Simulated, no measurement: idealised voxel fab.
This is a process module. Its name is voxel wiring stack.
Displayed cross-section: cut, width of 180 nm, square cells sized 5 nm.
A cross-section in this document is a grid of square cells, and it is written down as bands, the top band listed before the ones below it; a band is made up of one or more rows of cells.
Band entry format. Leading values: height of top, height of bottom, nm. Remainder: materials in left-to-right order, each with its width in nm. Special words: "edge to edge" on a single material, which then fills the band edge to edge; "empty", empty space.
Below 0: as-received wafer, all one material; heights counted from there. Lowest band: no bottom, goes on down, written "0 nm and below".
Width "30..40": first value at the band's top row of cells, second value at its bottom row, equal change from row to row.
Key: "no change occurred" - step with no changed cell in the cross-section.
"Closed-off voids" specifies each empty space that is not open to the top and that occupies no fewer than 8 cells, using the form width x height at distance, the distance measured from the left edge and all three quantities in nm.
Post-settings text on a step line: simulator's own remark regarding the step.
"overlay nm" on a masked step: distance the mask lay right of its planned place, negative for left.

## The following list gives the planned process steps
1) RECEIVE | material Si
2) CONFORMAL_DEP | material SiO2 | thk nm 10
3) DIRECTIONAL_DEP | material TiN | thk nm 5
4) DIRECTIONAL_DEP | material W | thk nm 25
5) DIRECTIONAL_DEP | material aC | thk nm 10
6) PATTERN | tone cover | mask id METAL_1 | material resist | width nm 25 | pitch nm 45 | thk nm 30 | overlay nm 0
7) DIRECTIONAL_ETCH | etch materials aC | depth nm 10
8) STRIP | etch materials resist
9) DIRECTIONAL_ETCH | etch materials W | depth nm 25
10) DIRECTIONAL_ETCH | etch materials TiN | depth nm 5
11) STRIP | etch materials aC
12) CONFORMAL_DEP | material SiN | thk nm 5
13) FILL_DEP | material lowk | thk nm 10
14) CMP | height nm 40
15) CONFORMAL_DEP | material SiCN | thk nm 5
16) DIRECTIONAL_DEP | material lowk | thk nm 30
17) DIRECTIONAL_DEP | material aC | thk nm 15
18) PATTERN | tone open | mask id METAL_2_HOLES | material resist | width nm 15 | pitch nm 45 | thk nm 35 | overlay nm 0
19) DIRECTIONAL_ETCH | etch materials aC | depth nm 15
20) STRIP | etch materials resist
21) DIRECTIONAL_ETCH | etch materials lowk | depth nm 30
22) STRIP | etch materials aC
23) DIRECTIONAL_DEP | material aC | thk nm 15
24) PATTERN | tone open | mask id METAL_2 | material resist | width nm 25 | pitch nm 45 | thk nm 30 | overlay nm 0
25) DIRECTIONAL_ETCH | etch materials aC | depth nm 15
26) STRIP | etch materials resist
27) DIRECTIONAL_ETCH | etch materials lowk | depth nm 20
28) DIRECTIONAL_ETCH | etch materials SiCN | depth nm 5
29) STRIP | etch materials aC
30) CONFORMAL_DEP | material TiN | thk nm 5
31) FILL_DEP | material Cu | thk nm 5
32) CMP | height nm 75
33) CONFORMAL_DEP | material SiCN | thk nm 5
34) DIRECTIONAL_DEP | material lowk | thk nm 25
35) DIRECTIONAL_DEP | material aC | thk nm 10
36) PATTERN | tone open | mask id METAL_3_HOLES | material resist | width nm 15 | thk nm 25 | overlay nm 0
37) DIRECTIONAL_ETCH | etch materials aC | depth nm 10
38) STRIP | etch materials resist
39) DIRECTIONAL_ETCH | etch materials lowk | depth nm 25
40) STRIP | etch materials aC
41) PATTERN | tone open | mask id METAL_3 | material resist | width nm 25 | pitch nm 45 | thk nm 20 | overlay nm 0
42) DIRECTIONAL_ETCH | etch materials lowk | depth nm 15
43) DIRECTIONAL_ETCH | etch materials SiCN | depth nm 5
44) STRIP | etch materials resist
45) CONFORMAL_DEP | material TiN | thk nm 5
46) FILL_DEP | material Cu | thk nm 10
47) CMP | height nm 105
48) CONFORMAL_DEP | material SiCN | thk nm 5
49) DIRECTIONAL_DEP | material SiO2 | thk nm 25
50) MASKED_ETCH | tone open | mask id METAL_4_HOLES | width nm 15 | etch materials SiO2 | depth nm 25 | overlay nm 0
51) DIRECTIONAL_DEP | material aC | thk nm 15
52) PATTERN | tone open | mask id METAL_4 | material resist | width nm 25 | pitch nm 45 | thk nm 35 | overlay nm 0
53) DIRECTIONAL_ETCH | etch materials aC | depth nm 15
54) STRIP | etch materials resist
55) DIRECTIONAL_ETCH | etch materials SiO2 | depth nm 15
56) DIRECTIONAL_ETCH | etch materials SiCN | depth nm 5
57) STRIP | etch materials aC
58) CONFORMAL_DEP | material TiN | thk nm 5
59) FILL_DEP | material Cu | thk nm 5
60) CMP | height nm 135
61) CONFORMAL_DEP | material SiCN | thk nm 5

## Shown in cross-section is the wafer as received, that is, as it stands after step 1
> 0 nm and below: Si edge to edge
> Closed-off voids: none

## One mistake in running the module, otherwise start and plan as above: cross-section at the end
> 140 nm to 135 nm: SiCN edge to edge
> 135 nm to 125 nm: 55 SiO2 | 5 TiN | 25 Cu | 5 TiN | 20 SiO2 | 5 TiN | 15 Cu | 5 TiN | 45 SiO2
> 125 nm to 120 nm: 55 SiO2 | 5 TiN | 5 Cu | 25 TiN | 20 SiO2 | 25 TiN | 45 SiO2
> 120 nm to 115 nm: 55 SiO2 | 5 TiN | 5 Cu | 5 TiN | 110 SiO2
> 115 nm to 110 nm: 55 SiO2 | 15 TiN | 110 SiO2
> 110 nm to 105 nm: 65 SiCN | 5 TiN | 110 SiCN
> 105 nm to 95 nm: 55 lowk | 5 TiN | 15 Cu | 5 TiN | 20 lowk | 5 TiN | 15 Cu | 5 TiN | 55 lowk
> 95 nm to 90 nm: 55 lowk | 5 TiN | 5 Cu | 15 TiN | 20 lowk | 25 TiN | 55 lowk
> 90 nm to 80 nm: 55 lowk | 5 TiN | 5 Cu | 5 TiN | 110 lowk
> 80 nm to 75 nm: 55 SiCN | 15 TiN | 110 SiCN
> 75 nm to 60 nm: 55 lowk | 5 TiN | 15 Cu | 5 TiN | 20 lowk | 5 TiN | 15 Cu | 5 TiN | 55 lowk
> 60 nm to 55 nm: 55 lowk | 5 TiN | 5 Cu | 15 TiN | 20 lowk | 5 TiN | 5 Cu | 15 TiN | 55 lowk
> 55 nm to 45 nm: 55 lowk | 5 TiN | 5 Cu | 5 TiN | 30 lowk | 5 TiN | 5 Cu | 5 TiN | 65 lowk
> 45 nm to 40 nm: 55 SiCN | 15 TiN | 30 SiCN | 15 TiN | 65 SiCN
> 40 nm to 15 nm: 50 lowk | 5 SiN | 25 W | 5 SiN | 10 lowk | 5 SiN | 25 W | 5 SiN | 50 lowk
> 15 nm to 10 nm: 55 SiN | 25 TiN | 20 SiN | 25 TiN | 55 SiN
> 10 nm to 0 nm: SiO2 edge to edge
> 0 nm and below: Si edge to edge
> Closed-off voids: none
Against the plan, the run slipped here: step 52 ran differently from the plan; actual operation with settings: PATTERN | tone open | mask id METAL_4 | material resist | width nm 25 | pitch nm 45 | thk nm 35 | overlay nm 10
